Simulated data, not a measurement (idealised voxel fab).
Process module under the name voxel transistor to metal
We display cut, a cross-section 170 nm in width whose square cells are each 5 nm.
Cross-sections here: square-cell grids, written as top-down lists of bands, a band being one or more rows of cells.
The band entry comprises the height of the band's top followed by the height of its bottom, expressed in nm, and subsequently the band's materials from left to right, each stated together with its width in nm. Where a single material is marked with the word "all across", that material fills the band from edge to edge. The word "air" represents empty space.
All heights in this document are referenced to 0, defined as the level beneath which the wafer, as received, consists entirely of one material. The lowest band is not bounded below; it extends indefinitely downward and is written in the form "0 -> down".
With a width like "30 to 40", each row of cells in the band differs from the next by the same amount, the top row carrying the first number and the bottom row the second.
"same as before" means the step left every cell of the cross-section as it was.
Look at "Unvented internal voids" for the closed voids: empty spaces with no open path to the top, sized 8 cells or up. Each is width x height at distance, distance from the left edge, all nm.
Read whatever lies past the settings on a step's line as the simulator's own remark about the step.
overlay nm: how far to the right of its planned place the mask lay on this masked step (negative: to the left).

[The following list gives the planned process steps]
| 1 | RECEIVE | material Si |
| 2 | OXIDIZE | depth nm 5 |
| 3 | CONFORMAL_DEP | material SiN | thk nm 10 |
| 4 | MASKED_ETCH | tone cover | mask id ACTIVE | width nm 125 | etch materials SiN | depth nm 10 | overlay nm 0 |
| 5 | MASKED_ETCH | tone cover | mask id ACTIVE | width nm 125 | etch materials SiO2 | depth nm 5 | overlay nm 0 |
| 6 | MASKED_ETCH | tone cover | mask id ACTIVE | width nm 125 | etch materials Si | depth nm 25 | overlay nm 0 |
| 7 | OXIDIZE | depth nm 5 |
| 8 | FILL_DEP | material SiO2 | thk nm 15 |
| 9 | CMP | height nm 10 |
| 10 | SELECTIVE_ETCH | etch materials SiO2 | depth nm 5 |
| 11 | STRIP | etch materials SiN |
| 12 | SELECTIVE_ETCH | etch materials SiO2 | depth nm 5 |
| 13 | OXIDIZE | depth nm 5 |
| 14 | DIRECTIONAL_DEP | material polySi | thk nm 30 |
| 15 | DIRECTIONAL_DEP | material SiCN | thk nm 10 |
| 16 | MASKED_ETCH | tone cover | mask id GATE | width nm 25 | etch materials SiCN | depth nm 20 | overlay nm 0 |
| 17 | MASKED_ETCH | tone cover | mask id GATE | width nm 25 | etch materials polySi | depth nm 40 | overlay nm 0 |
| 18 | CONFORMAL_DEP | material SiO2 | thk nm 5 |
| 19 | DIRECTIONAL_ETCH | etch materials SiO2 | depth nm 5 |
| 20 | CONFORMAL_DEP | material SiN | thk nm 10 |
| 21 | DIRECTIONAL_ETCH | etch materials SiN | depth nm 10 |
| 22 | DIRECTIONAL_ETCH | etch materials SiO2 | depth nm 5 |
| 23 | DIRECTIONAL_ETCH | etch materials Si | depth nm 10 |
| 24 | EPI | material pSi | thk nm 15 |
| 25 | FILL_DEP | material SiO2 | thk nm 5 |
| 26 | CMP | height nm 35 |
| 27 | DIRECTIONAL_DEP | material SiO2 | thk nm 10 |
| 28 | PATTERN | tone open | mask id CONTACT | material resist | width nm 35 | pitch nm 70 | thk nm 20 | overlay nm 0 |
| 29 | DIRECTIONAL_ETCH | etch materials SiO2 | depth nm 40 |
| 30 | STRIP | etch materials resist |
| 31 | CONFORMAL_DEP | material TiN | thk nm 5 |
| 32 | FILL_DEP | material W | thk nm 10 |
| 33 | CMP | height nm 45 |
| 34 | CONFORMAL_DEP | material SiN | thk nm 5 |
| 35 | DIRECTIONAL_DEP | material lowk | thk nm 25 |
| 36 | DIRECTIONAL_DEP | material aC | thk nm 15 |
| 37 | PATTERN | tone open | mask id METAL_1 | material resist | width nm 20 | pitch nm 85 | thk nm 30 | overlay nm 0 |
| 38 | DIRECTIONAL_ETCH | etch materials aC | depth nm 15 |
| 39 | STRIP | etch materials resist |
| 40 | DIRECTIONAL_ETCH | etch materials lowk | depth nm 25 |
| 41 | DIRECTIONAL_ETCH | etch materials SiN | depth nm 5 |
| 42 | STRIP | etch materials aC |
| 43 | CONFORMAL_DEP | material TiN | thk nm 5 |
| 44 | FILL_DEP | material Ru | thk nm 5 |
| 45 | CMP | height nm 75 |
| 46 | CONFORMAL_DEP | material SiCN | thk nm 5 |
| 47 | DIRECTIONAL_DEP | material lowk | thk nm 25 |
| 48 | MASKED_ETCH | tone open | mask id METAL_2 | width nm 20 | pitch nm 85 | etch materials lowk | depth nm 15 | overlay nm 0 |
| 49 | MASKED_ETCH | tone open | mask id METAL_2_HOLES | width nm 15 | pitch nm 85 | etch materials lowk | depth nm 10 | overlay nm 0 |
| 50 | MASKED_ETCH | tone open | mask id METAL_2_HOLES | width nm 15 | pitch nm 85 | etch materials SiCN | depth nm 5 | overlay nm 0 |
| 51 | CONFORMAL_DEP | material TiN | thk nm 5 |
| 52 | FILL_DEP | material Cu | thk nm 10 |
| 53 | CMP | height nm 105 |
| 54 | CONFORMAL_DEP | material SiCN | thk nm 5 |

[The cross-section here shows the wafer as received, i.e. in its state after step 1]
- 0 -> down | Si all across
- Unvented internal voids: none

[The first of the two wafers as seen in cross-section once the module was finished; processing followed the plan]
- 110 -> 105 | SiCN all across
- 105 -> 95 | 30 nm lowk; 5 nm TiN; 10 nm Cu; 5 nm TiN; 65 nm lowk; 5 nm TiN; 10 nm Cu; 5 nm TiN; 35 nm lowk
- 95 -> 90 | 30 nm lowk; 5 nm TiN; 5 nm Cu; 10 nm TiN; 65 nm lowk; 5 nm TiN; 5 nm Cu; 10 nm TiN; 35 nm lowk
- 90 -> 80 | 30 nm lowk; 5 nm TiN; 5 nm Cu; 5 nm TiN; 70 nm lowk; 5 nm TiN; 5 nm Cu; 5 nm TiN; 40 nm lowk
- 80 -> 75 | 30 nm SiCN; 15 nm TiN; 70 nm SiCN; 15 nm TiN; 40 nm SiCN
- 75 -> 50 | 30 nm lowk; 5 nm TiN; 10 nm Ru; 5 nm TiN; 65 nm lowk; 5 nm TiN; 10 nm Ru; 5 nm TiN; 35 nm lowk
- 50 -> 45 | 30 nm SiN; 20 nm TiN; 65 nm SiN; 20 nm TiN; 35 nm SiN
- 45 -> 35 | 30 nm SiO2; 5 nm TiN; 25 to 15 nm W; 5 to 15 nm TiN; 35 nm SiO2; 5 to 15 nm TiN; 25 to 15 nm W; 5 nm TiN; 35 nm SiO2
- 35 -> 25 | 30 nm SiO2; 5 nm TiN; 15 nm W; 5 nm TiN; 10 nm SiN; 5 nm SiO2; 25 nm SiCN; 5 nm SiO2; 10 nm SiN; 5 nm TiN; 15 nm W; 5 nm TiN; 35 nm SiO2
- 25 -> 10 | 30 nm SiO2; 5 nm TiN; 15 nm W; 5 nm TiN; 10 nm SiN; 5 nm SiO2; 25 nm polySi; 5 nm SiO2; 10 nm SiN; 5 nm TiN; 15 nm W; 5 nm TiN; 35 nm SiO2
- 10 -> 5 | 30 nm SiO2; 25 nm TiN; 10 nm SiN; 5 nm SiO2; 25 nm polySi; 5 nm SiO2; 10 nm SiN; 25 nm TiN; 35 nm SiO2
- 5 -> 0 | 25 nm SiO2; 30 nm pSi; 10 nm SiN; 5 nm SiO2; 25 nm polySi; 5 nm SiO2; 10 nm SiN; 30 nm pSi; 30 nm SiO2
- 0 -> -5 | 20 nm SiO2; 10 nm SiN; 25 nm pSi; 10 nm SiN; 5 nm SiO2; 25 nm polySi; 5 nm SiO2; 10 nm SiN; 25 nm pSi; 10 nm SiN; 25 nm SiO2
- -5 -> -10 | 30 nm SiO2; 25 nm pSi; 55 nm SiO2; 25 nm pSi; 35 nm SiO2
- -10 -> -20 | 25 nm SiO2; 5 nm Si; 25 nm pSi; 55 nm Si; 25 nm pSi; 5 nm Si; 30 nm SiO2
- -20 -> -35 | 25 nm SiO2; 115 nm Si; 30 nm SiO2
- -35 -> down | Si all across
- Unvented internal voids: none

[Cross-sectional view: second of two wafers, end of module; start and plan identical to the first, one mistake in running]
- 110 -> 105 | SiCN all across
- 105 -> 95 | 30 nm lowk; 5 nm TiN; 10 nm Cu; 5 nm TiN; 65 nm lowk; 5 nm TiN; 10 nm Cu; 5 nm TiN; 35 nm lowk
- 95 -> 90 | 30 nm lowk; 5 nm TiN; 5 nm Cu; 10 nm TiN; 65 nm lowk; 5 nm TiN; 5 nm Cu; 10 nm TiN; 35 nm lowk
- 90 -> 80 | 30 nm lowk; 5 nm TiN; 5 nm Cu; 5 nm TiN; 70 nm lowk; 5 nm TiN; 5 nm Cu; 5 nm TiN; 40 nm lowk
- 80 -> 75 | 30 nm SiCN; 15 nm TiN; 70 nm SiCN; 15 nm TiN; 40 nm SiCN
- 75 -> 50 | 30 nm lowk; 5 nm TiN; 10 nm Ru; 5 nm TiN; 65 nm lowk; 5 nm TiN; 10 nm Ru; 5 nm TiN; 35 nm lowk
- 50 -> 45 | 30 nm SiN; 20 nm TiN; 65 nm SiN; 20 nm TiN; 35 nm SiN
- 45 -> 35 | 30 nm SiO2; 5 nm TiN; 25 nm W; 5 nm TiN; 35 nm SiO2; 5 nm TiN; 25 nm W; 5 nm TiN; 35 nm SiO2
- 35 -> 25 | 30 nm SiO2; 5 nm TiN; 25 nm W; 5 nm TiN; 5 nm SiO2; 25 nm SiCN; 5 nm SiO2; 5 nm TiN; 25 nm W; 5 nm TiN; 35 nm SiO2
- 25 -> 10 | 30 nm SiO2; 5 nm TiN; 25 nm W; 5 nm TiN; 5 nm SiO2; 25 nm polySi; 5 nm SiO2; 5 nm TiN; 25 nm W; 5 nm TiN; 35 nm SiO2
- 10 -> 5 | 30 nm SiO2; 35 nm TiN; 5 nm SiO2; 25 nm polySi; 5 nm SiO2; 35 nm TiN; 35 nm SiO2
- 5 -> -5 | 50 nm SiO2; 15 nm pSi; 5 nm SiO2; 25 nm polySi; 5 nm SiO2; 15 nm pSi; 55 nm SiO2
- -5 -> -10 | 20 nm SiO2; 45 nm pSi; 35 nm SiO2; 45 nm pSi; 25 nm SiO2
- -10 -> -20 | 25 nm SiO2; 40 nm pSi; 35 nm Si; 40 nm pSi; 30 nm SiO2
- -20 -> -35 | 25 nm SiO2; 115 nm Si; 30 nm SiO2
- -35 -> down | Si all across
- Unvented internal voids: none
Finding, execution versus plan: step 20 of the plan never got run, it was skipped over
The final cell counts differ between the wafers, with the second having more or fewer of some materials than the first: Si -12, SiN -36, SiO2 +14, W +24, pSi +10
